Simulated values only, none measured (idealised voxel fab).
Herein follows the process module entitled voxel gate over fins.
The cross-section shown here is cut; it is 210 nm wide and divided into square cells measuring 5 nm on a side.
We lay out every cross-section as a grid of square cells and spell it out in bands from the top down, where one band means one or more rows of cells. This entry defines a band. It first specifies the height of the band's top and the height of its bottom in nm, and then specifies the band's materials from left to right, stating each material with its width in nm. The word "edge to edge" identifies a single material that fills the band from edge to edge, while the word "blank" identifies empty space. Heads up on the height convention: 0 is the point under which the incoming wafer is all one material, and the lowest band has no bottom, it just keeps going down, like "top 0, no bottom". When a width is written as two numbers, as in "30 to 40", the first number is the width in the top row of cells of the band and the second is the width in its bottom row, and the width changes by the same amount from each row to the next. Where a step carries "no alteration", the cross-section came out of it unchanged, cell for cell. Voids, enclosed: empty space of 8 cells or more with no open way to the top, each as width x height at its distance from the left edge, in nm. Note: text after step settings on the step line = simulator remark on that step. The optional step-line setting "overlay nm" applies to steps with a mask and quantifies how far to the right of its planned location the mask lay, a negative value indicating leftward placement. Reading guide: pairs of cross-sections, before and after one process step; after view cut off at lowest changed band; step and settings listed under each pair. Pairs may stem from different runs of this module on the same starting wafer; continuity with the pair above only where the "before" entry states it.

before
    top 0, no bottom  Si edge to edge
    Voids, enclosed: none

Resulting Cross-Section
    top 5, bottom 0  SiN edge to edge
    Whatever lies below 0 is exactly as it was before.
    Voids, enclosed: none
Between the two cross-sections shown above lies CONFORMAL_DEP: material SiN, thk nm 5

before: per the after cross-section of the pair just above.

Resulting Cross-Section
    top 15, bottom 5  aC edge to edge
    Whatever lies below 5 is exactly as it was before.
    Voids, enclosed: none
Between the two cross-sections shown above lies DIRECTIONAL_DEP: material aC, thk nm 10

before: per the after cross-section of the pair just above.

Resulting Cross-Section
    top 45, bottom 15  blank 75 nm  resist 15 nm  blank 25 nm  resist 15 nm  blank 80 nm
    Whatever lies below 15 is exactly as it was before.
    Voids, enclosed: none
Between the two cross-sections shown above lies PATTERN: tone cover, mask id FINS, material resist, width nm 15, pitch nm 40, thk nm 30, overlay nm 0

before: per the after cross-section of the pair just above.

Resulting Cross-Section
    top 35, bottom 15  blank 75 nm  resist 15 nm  blank 25 nm  resist 15 nm  blank 80 nm
    top 15, bottom 5  blank 75 nm  aC 15 nm  blank 25 nm  aC 15 nm  blank 80 nm
    Whatever lies below 5 is exactly as it was before.
    Voids, enclosed: none
Between the two cross-sections shown above lies DIRECTIONAL_ETCH: etch materials aC, depth nm 10

before: per the after cross-section of the pair just above.

Resulting Cross-Section
    top 15, bottom 5  blank 75 nm  aC 15 nm  blank 25 nm  aC 15 nm  blank 80 nm
    Whatever lies below 5 is exactly as it was before.
    Voids, enclosed: none
Between the two cross-sections shown above lies STRIP: etch materials resist

before: per the after cross-section of the pair just above.

Resulting Cross-Section
    top 15, bottom 5  blank 75 nm  aC 15 nm  blank 25 nm  aC 15 nm  blank 80 nm
    top 5, bottom 0  blank 75 nm  SiN 15 nm  blank 25 nm  SiN 15 nm  blank 80 nm
    Whatever lies below 0 is exactly as it was before.
    Voids, enclosed: none
Between the two cross-sections shown above lies DIRECTIONAL_ETCH: etch materials SiN, depth nm 5

before: per the after cross-section of the pair just above.

Resulting Cross-Section
    top 15, bottom 5  blank 75 nm  aC 15 nm  blank 25 nm  aC 15 nm  blank 80 nm
    top 5, bottom 0  blank 75 nm  SiN 15 nm  blank 25 nm  SiN 15 nm  blank 80 nm
    top 0, bottom -40  blank 75 nm  Si 15 nm  blank 25 nm  Si 15 nm  blank 80 nm
    Whatever lies below -40 is exactly as it was before.
    Voids, enclosed: none
Between the two cross-sections shown above lies DIRECTIONAL_ETCH: etch materials Si, depth nm 40

before: per the after cross-section of the pair just above.

Resulting Cross-Section
    top 5, bottom 0  blank 75 nm  SiN 15 nm  blank 25 nm  SiN 15 nm  blank 80 nm
    Whatever lies below 0 is exactly as it was before.
    Voids, enclosed: none
Between the two cross-sections shown above lies STRIP: etch materials aC

before: per the after cross-section of the pair just above.

Resulting Cross-Section
    top 5, bottom 0  blank 75 nm  SiN 15 nm  blank 25 nm  SiN 15 nm  blank 80 nm
    top 0, bottom -40  blank 75 nm  SiO2 5 nm  Si 5 nm  SiO2 5 nm  blank 25 nm  SiO2 5 nm  Si 5 nm  SiO2 5 nm  blank 80 nm
    top -40, bottom -45  SiO2 80 nm  Si 5 nm  SiO2 35 nm  Si 5 nm  SiO2 85 nm
    Whatever lies below -45 is exactly as it was before.
    Voids, enclosed: none
Between the two cross-sections shown above lies OXIDIZE: depth nm 5

before: per the after cross-section of the pair just above.

Resulting Cross-Section
    top 15, bottom 5  SiO2 edge to edge
    top 5, bottom 0  SiO2 75 nm  SiN 15 nm  SiO2 25 nm  SiN 15 nm  SiO2 80 nm
    top 0, bottom -45  SiO2 80 nm  Si 5 nm  SiO2 35 nm  Si 5 nm  SiO2 85 nm
    Whatever lies below -45 is exactly as it was before.
    Voids, enclosed: none
Between the two cross-sections shown above lies FILL_DEP: material SiO2, thk nm 10

before: per the after cross-section of the pair just above.

Resulting Cross-Section
    top 5, bottom 0  SiO2 75 nm  SiN 15 nm  SiO2 25 nm  SiN 15 nm  SiO2 80 nm
    Whatever lies below 0 is exactly as it was before.
    Voids, enclosed: none
Between the two cross-sections shown above lies CMP: height nm 5

before: per the after cross-section of the pair just above.

Resulting Cross-Section
    top 5, bottom 0  blank 75 nm  SiN 15 nm  blank 25 nm  SiN 15 nm  blank 80 nm
    top 0, bottom -15  blank 80 nm  Si 5 nm  blank 35 nm  Si 5 nm  blank 85 nm
    Whatever lies below -15 is exactly as it was before.
    Voids, enclosed: none
Between the two cross-sections shown above lies SELECTIVE_ETCH: etch materials SiO2, depth nm 20

before: per the after cross-section of the pair just above.

Resulting Cross-Section
    top 0, bottom -15  blank 80 nm  Si 5 nm  blank 35 nm  Si 5 nm  blank 85 nm
    Whatever lies below -15 is exactly as it was before.
    Voids, enclosed: none
Between the two cross-sections shown above lies STRIP: etch materials SiN

before: per the after cross-section of the pair just above.

Resulting Cross-Section
    top 5, bottom 0  blank 75 nm  HfO2 15 nm  blank 25 nm  HfO2 15 nm  blank 80 nm
    top 0, bottom -10  blank 75 nm  HfO2 5 nm  Si 5 nm  HfO2 5 nm  blank 25 nm  HfO2 5 nm  Si 5 nm  HfO2 5 nm  blank 80 nm
    top -10, bottom -15  HfO2 80 nm  Si 5 nm  HfO2 35 nm  Si 5 nm  HfO2 85 nm
    Whatever lies below -15 is exactly as it was before.
    Voids, enclosed: none
Between the two cross-sections shown above lies CONFORMAL_DEP: material HfO2, thk nm 5

before: per the after cross-section of the pair just above.

Resulting Cross-Section
    top 10, bottom 5  blank 70 nm  TiN 25 nm  blank 15 nm  TiN 25 nm  blank 75 nm
    top 5, bottom 0  blank 70 nm  TiN 5 nm  HfO2 15 nm  TiN 5 nm  blank 15 nm  TiN 5 nm  HfO2 15 nm  TiN 5 nm  blank 75 nm
    top 0, bottom -5  blank 70 nm  TiN 5 nm  HfO2 5 nm  Si 5 nm  HfO2 5 nm  TiN 5 nm  blank 15 nm  TiN 5 nm  HfO2 5 nm  Si 5 nm  HfO2 5 nm  TiN 5 nm  blank 75 nm
    top -5, bottom -10  TiN 75 nm  HfO2 5 nm  Si 5 nm  HfO2 5 nm  TiN 25 nm  HfO2 5 nm  Si 5 nm  HfO2 5 nm  TiN 80 nm
    Whatever lies below -10 is exactly as it was before.
    Voids, enclosed: none
Between the two cross-sections shown above lies CONFORMAL_DEP: material TiN, thk nm 5

before: per the after cross-section of the pair just above.

Resulting Cross-Section
    top 15, bottom 10  blank 65 nm  TiAl 35 nm  blank 5 nm  TiAl 35 nm  blank 70 nm
    top 10, bottom 5  blank 65 nm  TiAl 5 nm  TiN 25 nm  TiAl 5 nm  blank 5 nm  TiAl 5 nm  TiN 25 nm  TiAl 5 nm  blank 70 nm
    top 5, bottom 0  blank 65 nm  TiAl 5 nm  TiN 5 nm  HfO2 15 nm  TiN 5 nm  TiAl 5 nm  blank 5 nm  TiAl 5 nm  TiN 5 nm  HfO2 15 nm  TiN 5 nm  TiAl 5 nm  blank 70 nm
    top 0, bottom -5  TiAl 70 nm  TiN 5 nm  HfO2 5 nm  Si 5 nm  HfO2 5 nm  TiN 5 nm  TiAl 15 nm  TiN 5 nm  HfO2 5 nm  Si 5 nm  HfO2 5 nm  TiN 5 nm  TiAl 75 nm
    Whatever lies below -5 is exactly as it was before.
    Voids, enclosed: none
Between the two cross-sections shown above lies CONFORMAL_DEP: material TiAl, thk nm 5

before: per the after cross-section of the pair just above.

Resulting Cross-Section
    top 20, bottom 15  blank 60 nm  TiN 85 nm  blank 65 nm
    top 15, bottom 10  blank 60 nm  TiN 5 nm  TiAl 35 nm  TiN 5 nm  TiAl 35 nm  TiN 5 nm  blank 65 nm
    top 10, bottom 5  blank 60 nm  TiN 5 nm  TiAl 5 nm  TiN 25 nm  TiAl 5 nm  TiN 5 nm  TiAl 5 nm  TiN 25 nm  TiAl 5 nm  TiN 5 nm  blank 65 nm
    top 5, bottom 0  TiN 65 nm  TiAl 5 nm  TiN 5 nm  HfO2 15 nm  TiN 5 nm  TiAl 5 nm  TiN 5 nm  TiAl 5 nm  TiN 5 nm  HfO2 15 nm  TiN 5 nm  TiAl 5 nm  TiN 70 nm
    Whatever lies below 0 is exactly as it was before.
    Voids, enclosed: none
Between the two cross-sections shown above lies CONFORMAL_DEP: material TiN, thk nm 5

before: per the after cross-section of the pair just above.

Resulting Cross-Section
    top 30, bottom 20  W edge to edge
    top 20, bottom 15  W 60 nm  TiN 85 nm  W 65 nm
    top 15, bottom 10  W 60 nm  TiN 5 nm  TiAl 35 nm  TiN 5 nm  TiAl 35 nm  TiN 5 nm  W 65 nm
    top 10, bottom 5  W 60 nm  TiN 5 nm  TiAl 5 nm  TiN 25 nm  TiAl 5 nm  TiN 5 nm  TiAl 5 nm  TiN 25 nm  TiAl 5 nm  TiN 5 nm  W 65 nm
    Whatever lies below 5 is exactly as it was before.
    Voids, enclosed: none
Between the two cross-sections shown above lies FILL_DEP: material W, thk nm 10

before: per the after cross-section of the pair just above.

Resulting Cross-Section
    top 25, bottom 20  W edge to edge
    Whatever lies below 20 is exactly as it was before.
    Voids, enclosed: none
Between the two cross-sections shown above lies CMP: height nm 25

before: per the after cross-section of the pair just above.

Resulting Cross-Section
    top 35, bottom 25  SiN edge to edge
    Whatever lies below 25 is exactly as it was before.
    Voids, enclosed: none
Between the two cross-sections shown above lies CONFORMAL_DEP: material SiN, thk nm 10

before
    top 10, bottom 5  blank 70 nm  TiN 25 nm  blank 15 nm  TiN 25 nm  blank 75 nm
    top 5, bottom 0  blank 70 nm  TiN 5 nm  HfO2 15 nm  TiN 5 nm  blank 15 nm  TiN 5 nm  HfO2 15 nm  TiN 5 nm  blank 75 nm
    top 0, bottom -5  blank 70 nm  TiN 5 nm  HfO2 5 nm  Si 5 nm  HfO2 5 nm  TiN 5 nm  blank 15 nm  TiN 5 nm  HfO2 5 nm  Si 5 nm  HfO2 5 nm  TiN 5 nm  blank 75 nm
    top -5, bottom -10  TiN 75 nm  HfO2 5 nm  Si 5 nm  HfO2 5 nm  TiN 25 nm  HfO2 5 nm  Si 5 nm  HfO2 5 nm  TiN 80 nm
    top -10, bottom -15  HfO2 80 nm  Si 5 nm  HfO2 35 nm  Si 5 nm  HfO2 85 nm
    top -15, bottom -45  SiO2 80 nm  Si 5 nm  SiO2 35 nm  Si 5 nm  SiO2 85 nm
    top -45, no bottom  Si edge to edge
    Voids, enclosed: none

Resulting Cross-Section
    top 15, bottom 5  blank 65 nm  TiN 35 nm  blank 5 nm  TiN 35 nm  blank 70 nm
    top 5, bottom 0  blank 65 nm  TiN 10 nm  HfO2 15 nm  TiN 10 nm  blank 5 nm  TiN 10 nm  HfO2 15 nm  TiN 10 nm  blank 70 nm
    top 0, bottom -10  TiN 75 nm  HfO2 5 nm  Si 5 nm  HfO2 5 nm  TiN 25 nm  HfO2 5 nm  Si 5 nm  HfO2 5 nm  TiN 80 nm
    Whatever lies below -10 is exactly as it was before.
    Voids, enclosed: none
Between the two cross-sections shown above lies CONFORMAL_DEP: material TiN, thk nm 5

before: per the after cross-section of the pair just above.

Resulting Cross-Section
    top 25, bottom 15  W edge to edge
    top 15, bottom 5  W 65 nm  TiN 35 nm  W 5 nm  TiN 35 nm  W 70 nm
    top 5, bottom 0  W 65 nm  TiN 10 nm  HfO2 15 nm  TiN 10 nm  W 5 nm  TiN 10 nm  HfO2 15 nm  TiN 10 nm  W 70 nm
    Whatever lies below 0 is exactly as it was before.
    Voids, enclosed: none
Between the two cross-sections shown above lies FILL_DEP: material W, thk nm 10

before: per the after cross-section of the pair just above.

Resulting Cross-Section
    top 35, bottom 25  SiN edge to edge
    Whatever lies below 25 is exactly as it was before.
    Voids, enclosed: none
Between the two cross-sections shown above lies CONFORMAL_DEP: material SiN, thk nm 10

before
    top 5, bottom 0  blank 75 nm  SiN 15 nm  blank 25 nm  SiN 15 nm  blank 80 nm
    top 0, bottom -15  blank 80 nm  Si 5 nm  blank 35 nm  Si 5 nm  blank 85 nm
    top -15, bottom -45  SiO2 80 nm  Si 5 nm  SiO2 35 nm  Si 5 nm  SiO2 85 nm
    top -45, no bottom  Si edge to edge
    Voids, enclosed: none

Resulting Cross-Section
    top 5, bottom 0  blank 75 nm  SiN 15 nm  blank 25 nm  SiN 15 nm  blank 80 nm
    top 0, bottom -35  blank 80 nm  Si 5 nm  blank 35 nm  Si 5 nm  blank 85 nm
    Whatever lies below -35 is exactly as it was before.
    Voids, enclosed: none
Between the two cross-sections shown above lies SELECTIVE_ETCH: etch materials SiO2, depth nm 20

before: per the after cross-section of the pair just above.

Resulting Cross-Section
    top 0, bottom -35  blank 80 nm  Si 5 nm  blank 35 nm  Si 5 nm  blank 85 nm
    Whatever lies below -35 is exactly as it was before.
    Voids, enclosed: none
Between the two cross-sections shown above lies STRIP: etch materials SiN

before: per the after cross-section of the pair just above.

Resulting Cross-Section
    top 5, bottom 0  blank 75 nm  HfO2 15 nm  blank 25 nm  HfO2 15 nm  blank 80 nm
    top 0, bottom -30  blank 75 nm  HfO2 5 nm  Si 5 nm  HfO2 5 nm  blank 25 nm  HfO2 5 nm  Si 5 nm  HfO2 5 nm  blank 80 nm
    top -30, bottom -35  HfO2 80 nm  Si 5 nm  HfO2 35 nm  Si 5 nm  HfO2 85 nm
    Whatever lies below -35 is exactly as it was before.
    Voids, enclosed: none
Between the two cross-sections shown above lies CONFORMAL_DEP: material HfO2, thk nm 5

before: per the after cross-section of the pair just above.

Resulting Cross-Section
    top 10, bottom 5  blank 70 nm  TiN 25 nm  blank 15 nm  TiN 25 nm  blank 75 nm
    top 5, bottom 0  blank 70 nm  TiN 5 nm  HfO2 15 nm  TiN 5 nm  blank 15 nm  TiN 5 nm  HfO2 15 nm  TiN 5 nm  blank 75 nm
    top 0, bottom -25  blank 70 nm  TiN 5 nm  HfO2 5 nm  Si 5 nm  HfO2 5 nm  TiN 5 nm  blank 15 nm  TiN 5 nm  HfO2 5 nm  Si 5 nm  HfO2 5 nm  TiN 5 nm  blank 75 nm
    top -25, bottom -30  TiN 75 nm  HfO2 5 nm  Si 5 nm  HfO2 5 nm  TiN 25 nm  HfO2 5 nm  Si 5 nm  HfO2 5 nm  TiN 80 nm
    Whatever lies below -30 is exactly as it was before.
    Voids, enclosed: none
Between the two cross-sections shown above lies CONFORMAL_DEP: material TiN, thk nm 5

before: per the after cross-section of the pair just above.

Resulting Cross-Section
    top 15, bottom 10  blank 65 nm  TiAl 35 nm  blank 5 nm  TiAl 35 nm  blank 70 nm
    top 10, bottom 5  blank 65 nm  TiAl 5 nm  TiN 25 nm  TiAl 5 nm  blank 5 nm  TiAl 5 nm  TiN 25 nm  TiAl 5 nm  blank 70 nm
    top 5, bottom 0  blank 65 nm  TiAl 5 nm  TiN 5 nm  HfO2 15 nm  TiN 5 nm  TiAl 5 nm  blank 5 nm  TiAl 5 nm  TiN 5 nm  HfO2 15 nm  TiN 5 nm  TiAl 5 nm  blank 70 nm
    top 0, bottom -20  blank 65 nm  TiAl 5 nm  TiN 5 nm  HfO2 5 nm  Si 5 nm  HfO2 5 nm  TiN 5 nm  TiAl 5 nm  blank 5 nm  TiAl 5 nm  TiN 5 nm  HfO2 5 nm  Si 5 nm  HfO2 5 nm  TiN 5 nm  TiAl 5 nm  blank 70 nm
    top -20, bottom -25  TiAl 70 nm  TiN 5 nm  HfO2 5 nm  Si 5 nm  HfO2 5 nm  TiN 5 nm  TiAl 15 nm  TiN 5 nm  HfO2 5 nm  Si 5 nm  HfO2 5 nm  TiN 5 nm  TiAl 75 nm
    Whatever lies below -25 is exactly as it was before.
    Voids, enclosed: none
Between the two cross-sections shown above lies CONFORMAL_DEP: material TiAl, thk nm 5

before: per the after cross-section of the pair just above.

Resulting Cross-Section
    top 20, bottom 15  blank 60 nm  TiN 85 nm  blank 65 nm
    top 15, bottom 10  blank 60 nm  TiN 5 nm  TiAl 35 nm  TiN 5 nm  TiAl 35 nm  TiN 5 nm  blank 65 nm
    top 10, bottom 5  blank 60 nm  TiN 5 nm  TiAl 5 nm  TiN 25 nm  TiAl 5 nm  TiN 5 nm  TiAl 5 nm  TiN 25 nm  TiAl 5 nm  TiN 5 nm  blank 65 nm
    top 5, bottom 0  blank 60 nm  TiN 5 nm  TiAl 5 nm  TiN 5 nm  HfO2 15 nm  TiN 5 nm  TiAl 5 nm  TiN 5 nm  TiAl 5 nm  TiN 5 nm  HfO2 15 nm  TiN 5 nm  TiAl 5 nm  TiN 5 nm  blank 65 nm
    top 0, bottom -15  blank 60 nm  TiN 5 nm  TiAl 5 nm  TiN 5 nm  HfO2 5 nm  Si 5 nm  HfO2 5 nm  TiN 5 nm  TiAl 5 nm  TiN 5 nm  TiAl 5 nm  TiN 5 nm  HfO2 5 nm  Si 5 nm  HfO2 5 nm  TiN 5 nm  TiAl 5 nm  TiN 5 nm  blank 65 nm
    top -15, bottom -20  TiN 65 nm  TiAl 5 nm  TiN 5 nm  HfO2 5 nm  Si 5 nm  HfO2 5 nm  TiN 5 nm  TiAl 5 nm  TiN 5 nm  TiAl 5 nm  TiN 5 nm  HfO2 5 nm  Si 5 nm  HfO2 5 nm  TiN 5 nm  TiAl 5 nm  TiN 70 nm
    Whatever lies below -20 is exactly as it was before.
    Voids, enclosed: none
Between the two cross-sections shown above lies CONFORMAL_DEP: material TiN, thk nm 5

before: per the after cross-section of the pair just above.

Resulting Cross-Section
    top 30, bottom 20  W edge to edge
    top 20, bottom 15  W 60 nm  TiN 85 nm  W 65 nm
    top 15, bottom 10  W 60 nm  TiN 5 nm  TiAl 35 nm  TiN 5 nm  TiAl 35 nm  TiN 5 nm  W 65 nm
    top 10, bottom 5  W 60 nm  TiN 5 nm  TiAl 5 nm  TiN 25 nm  TiAl 5 nm  TiN 5 nm  TiAl 5 nm  TiN 25 nm  TiAl 5 nm  TiN 5 nm  W 65 nm
    top 5, bottom 0  W 60 nm  TiN 5 nm  TiAl 5 nm  TiN 5 nm  HfO2 15 nm  TiN 5 nm  TiAl 5 nm  TiN 5 nm  TiAl 5 nm  TiN 5 nm  HfO2 15 nm  TiN 5 nm  TiAl 5 nm  TiN 5 nm  W 65 nm
    top 0, bottom -15  W 60 nm  TiN 5 nm  TiAl 5 nm  TiN 5 nm  HfO2 5 nm  Si 5 nm  HfO2 5 nm  TiN 5 nm  TiAl 5 nm  TiN 5 nm  TiAl 5 nm  TiN 5 nm  HfO2 5 nm  Si 5 nm  HfO2 5 nm  TiN 5 nm  TiAl 5 nm  TiN 5 nm  W 65 nm
    Whatever lies below -15 is exactly as it was before.
    Voids, enclosed: none
Between the two cross-sections shown above lies FILL_DEP: material W, thk nm 10

before: per the after cross-section of the pair just above.

Resulting Cross-Section
    top 25, bottom 20  W edge to edge
    Whatever lies below 20 is exactly as it was before.
    Voids, enclosed: none
Between the two cross-sections shown above lies CMP: height nm 25

before: per the after cross-section of the pair just above.

Resulting Cross-Section
    top 35, bottom 25  SiN edge to edge
    Whatever lies below 25 is exactly as it was before.
    Voids, enclosed: none
Between the two cross-sections shown above lies CONFORMAL_DEP: material SiN, thk nm 10

before
    top 15, bottom 5  blank 65 nm  TiN 35 nm  blank 5 nm  TiN 35 nm  blank 70 nm
    top 5, bottom 0  blank 65 nm  TiN 10 nm  HfO2 15 nm  TiN 10 nm  blank 5 nm  TiN 10 nm  HfO2 15 nm  TiN 10 nm  blank 70 nm
    top 0, bottom -10  TiN 75 nm  HfO2 5 nm  Si 5 nm  HfO2 5 nm  TiN 25 nm  HfO2 5 nm  Si 5 nm  HfO2 5 nm  TiN 80 nm
    top -10, bottom -15  HfO2 80 nm  Si 5 nm  HfO2 35 nm  Si 5 nm  HfO2 85 nm
    top -15, bottom -45  SiO2 80 nm  Si 5 nm  SiO2 35 nm  Si 5 nm  SiO2 85 nm
    top -45, no bottom  Si edge to edge
    Voids, enclosed: none

Resulting Cross-Section
    top 20, bottom 15  blank 60 nm  TiAl 85 nm  blank 65 nm
    top 15, bottom 5  blank 60 nm  TiAl 5 nm  TiN 35 nm  TiAl 5 nm  TiN 35 nm  TiAl 5 nm  blank 65 nm
    top 5, bottom 0  TiAl 65 nm  TiN 10 nm  HfO2 15 nm  TiN 10 nm  TiAl 5 nm  TiN 10 nm  HfO2 15 nm  TiN 10 nm  TiAl 70 nm
    Whatever lies below 0 is exactly as it was before.
    Voids, enclosed: none
Between the two cross-sections shown above lies CONFORMAL_DEP: material TiAl, thk nm 5

before: per the after cross-section of the pair just above.

Resulting Cross-Section
    top 30, bottom 20  W edge to edge
    top 20, bottom 15  W 60 nm  TiAl 85 nm  W 65 nm
    top 15, bottom 5  W 60 nm  TiAl 5 nm  TiN 35 nm  TiAl 5 nm  TiN 35 nm  TiAl 5 nm  W 65 nm
    Whatever lies below 5 is exactly as it was before.
    Voids, enclosed: none
Between the two cross-sections shown above lies FILL_DEP: material W, thk nm 10

before: per the after cross-section of the pair just above.

Resulting Cross-Section
    top 25, bottom 20  W edge to edge
    Whatever lies below 20 is exactly as it was before.
    Voids, enclosed: none
Between the two cross-sections shown above lies CMP: height nm 25

before: per the after cross-section of the pair just above.

Resulting Cross-Section
    top 35, bottom 25  SiN edge to edge
    Whatever lies below 25 is exactly as it was before.
    Voids, enclosed: none
Between the two cross-sections shown above lies CONFORMAL_DEP: material SiN, thk nm 10

before
    top 15, bottom 5  blank 75 nm  aC 15 nm  blank 25 nm  aC 15 nm  blank 80 nm
    top 5, bottom 0  blank 75 nm  SiN 15 nm  blank 25 nm  SiN 15 nm  blank 80 nm
    top 0, no bottom  Si edge to edge
    Voids, enclosed: none

Resulting Cross-Section
    top 15, bottom 5  blank 75 nm  aC 15 nm  blank 25 nm  aC 15 nm  blank 80 nm
    top 5, bottom 0  blank 75 nm  SiN 15 nm  blank 25 nm  SiN 15 nm  blank 80 nm
    top 0, bottom -45  blank 75 nm  Si 15 nm  blank 25 nm  Si 15 nm  blank 80 nm
    Whatever lies below -45 is exactly as it was before.
    Voids, enclosed: none
Between the two cross-sections shown above lies DIRECTIONAL_ETCH: etch materials Si, depth nm 45

before: per the after cross-section of the pair just above.

Resulting Cross-Section
    top 5, bottom 0  blank 75 nm  SiN 15 nm  blank 25 nm  SiN 15 nm  blank 80 nm
    Whatever lies below 0 is exactly as it was before.
    Voids, enclosed: none
Between the two cross-sections shown above lies STRIP: etch materials aC

before: per the after cross-section of the pair just above.

Resulting Cross-Section
    top 5, bottom 0  blank 75 nm  SiN 15 nm  blank 25 nm  SiN 15 nm  blank 80 nm
    top 0, bottom -45  blank 75 nm  SiO2 5 nm  Si 5 nm  SiO2 5 nm  blank 25 nm  SiO2 5 nm  Si 5 nm  SiO2 5 nm  blank 80 nm
    top -45, bottom -50  SiO2 80 nm  Si 5 nm  SiO2 35 nm  Si 5 nm  SiO2 85 nm
    Whatever lies below -50 is exactly as it was before.
    Voids, enclosed: none
Between the two cross-sections shown above lies OXIDIZE: depth nm 5

before: per the after cross-section of the pair just above.

Resulting Cross-Section
    top 15, bottom 5  SiO2 edge to edge
    top 5, bottom 0  SiO2 75 nm  SiN 15 nm  SiO2 25 nm  SiN 15 nm  SiO2 80 nm
    top 0, bottom -50  SiO2 80 nm  Si 5 nm  SiO2 35 nm  Si 5 nm  SiO2 85 nm
    Whatever lies below -50 is exactly as it was before.
    Voids, enclosed: none
Between the two cross-sections shown above lies FILL_DEP: material SiO2, thk nm 10

before: per the after cross-section of the pair just above.

Resulting Cross-Section
    top 5, bottom 0  SiO2 75 nm  SiN 15 nm  SiO2 25 nm  SiN 15 nm  SiO2 80 nm
    Whatever lies below 0 is exactly as it was before.
    Voids, enclosed: none
Between the two cross-sections shown above lies CMP: height nm 5

before: per the after cross-section of the pair just above.

Resulting Cross-Section
    top 5, bottom 0  blank 75 nm  SiN 15 nm  blank 25 nm  SiN 15 nm  blank 80 nm
    top 0, bottom -15  blank 80 nm  Si 5 nm  blank 35 nm  Si 5 nm  blank 85 nm
    Whatever lies below -15 is exactly as it was before.
    Voids, enclosed: none
Between the two cross-sections shown above lies SELECTIVE_ETCH: etch materials SiO2, depth nm 20

before: per the after cross-section of the pair just above.

Resulting Cross-Section
    top 0, bottom -15  blank 80 nm  Si 5 nm  blank 35 nm  Si 5 nm  blank 85 nm
    Whatever lies below -15 is exactly as it was before.
    Voids, enclosed: none
Between the two cross-sections shown above lies STRIP: etch materials SiN

before: per the after cross-section of the pair just above.

Resulting Cross-Section
    top 5, bottom 0  blank 75 nm  HfO2 15 nm  blank 25 nm  HfO2 15 nm  blank 80 nm
    top 0, bottom -10  blank 75 nm  HfO2 5 nm  Si 5 nm  HfO2 5 nm  blank 25 nm  HfO2 5 nm  Si 5 nm  HfO2 5 nm  blank 80 nm
    top -10, bottom -15  HfO2 80 nm  Si 5 nm  HfO2 35 nm  Si 5 nm  HfO2 85 nm
    Whatever lies below -15 is exactly as it was before.
    Voids, enclosed: none
Between the two cross-sections shown above lies CONFORMAL_DEP: material HfO2, thk nm 5

before: per the after cross-section of the pair just above.

Resulting Cross-Section
    top 10, bottom 5  blank 70 nm  TiN 25 nm  blank 15 nm  TiN 25 nm  blank 75 nm
    top 5, bottom 0  blank 70 nm  TiN 5 nm  HfO2 15 nm  TiN 5 nm  blank 15 nm  TiN 5 nm  HfO2 15 nm  TiN 5 nm  blank 75 nm
    top 0, bottom -5  blank 70 nm  TiN 5 nm  HfO2 5 nm  Si 5 nm  HfO2 5 nm  TiN 5 nm  blank 15 nm  TiN 5 nm  HfO2 5 nm  Si 5 nm  HfO2 5 nm  TiN 5 nm  blank 75 nm
    top -5, bottom -10  TiN 75 nm  HfO2 5 nm  Si 5 nm  HfO2 5 nm  TiN 25 nm  HfO2 5 nm  Si 5 nm  HfO2 5 nm  TiN 80 nm
    Whatever lies below -10 is exactly as it was before.
    Voids, enclosed: none
Between the two cross-sections shown above lies CONFORMAL_DEP: material TiN, thk nm 5

before: per the after cross-section of the pair just above.

Resulting Cross-Section
    top 15, bottom 10  blank 65 nm  TiAl 35 nm  blank 5 nm  TiAl 35 nm  blank 70 nm
    top 10, bottom 5  blank 65 nm  TiAl 5 nm  TiN 25 nm  TiAl 5 nm  blank 5 nm  TiAl 5 nm  TiN 25 nm  TiAl 5 nm  blank 70 nm
    top 5, bottom 0  blank 65 nm  TiAl 5 nm  TiN 5 nm  HfO2 15 nm  TiN 5 nm  TiAl 5 nm  blank 5 nm  TiAl 5 nm  TiN 5 nm  HfO2 15 nm  TiN 5 nm  TiAl 5 nm  blank 70 nm
    top 0, bottom -5  TiAl 70 nm  TiN 5 nm  HfO2 5 nm  Si 5 nm  HfO2 5 nm  TiN 5 nm  TiAl 15 nm  TiN 5 nm  HfO2 5 nm  Si 5 nm  HfO2 5 nm  TiN 5 nm  TiAl 75 nm
    Whatever lies below -5 is exactly as it was before.
    Voids, enclosed: none
Between the two cross-sections shown above lies CONFORMAL_DEP: material TiAl, thk nm 5

before: per the after cross-section of the pair just above.

Resulting Cross-Section
    top 20, bottom 15  blank 60 nm  TiN 85 nm  blank 65 nm
    top 15, bottom 10  blank 60 nm  TiN 5 nm  TiAl 35 nm  TiN 5 nm  TiAl 35 nm  TiN 5 nm  blank 65 nm
    top 10, bottom 5  blank 60 nm  TiN 5 nm  TiAl 5 nm  TiN 25 nm  TiAl 5 nm  TiN 5 nm  TiAl 5 nm  TiN 25 nm  TiAl 5 nm  TiN 5 nm  blank 65 nm
    top 5, bottom 0  TiN 65 nm  TiAl 5 nm  TiN 5 nm  HfO2 15 nm  TiN 5 nm  TiAl 5 nm  TiN 5 nm  TiAl 5 nm  TiN 5 nm  HfO2 15 nm  TiN 5 nm  TiAl 5 nm  TiN 70 nm
    Whatever lies below 0 is exactly as it was before.
    Voids, enclosed: none
Between the two cross-sections shown above lies CONFORMAL_DEP: material TiN, thk nm 5

before: per the after cross-section of the pair just above.

Resulting Cross-Section
    top 30, bottom 20  W edge to edge
    top 20, bottom 15  W 60 nm  TiN 85 nm  W 65 nm
    top 15, bottom 10  W 60 nm  TiN 5 nm  TiAl 35 nm  TiN 5 nm  TiAl 35 nm  TiN 5 nm  W 65 nm
    top 10, bottom 5  W 60 nm  TiN 5 nm  TiAl 5 nm  TiN 25 nm  TiAl 5 nm  TiN 5 nm  TiAl 5 nm  TiN 25 nm  TiAl 5 nm  TiN 5 nm  W 65 nm
    Whatever lies below 5 is exactly as it was before.
    Voids, enclosed: none
Between the two cross-sections shown above lies FILL_DEP: material W, thk nm 10

before: per the after cross-section of the pair just above.

Resulting Cross-Section
    top 25, bottom 20  W edge to edge
    Whatever lies below 20 is exactly as it was before.
    Voids, enclosed: none
Between the two cross-sections shown above lies CMP: height nm 25

before: per the after cross-section of the pair just above.

Resulting Cross-Section
    top 35, bottom 25  SiN edge to edge
    Whatever lies below 25 is exactly as it was before.
    Voids, enclosed: none
Between the two cross-sections shown above lies CONFORMAL_DEP: material SiN, thk nm 10
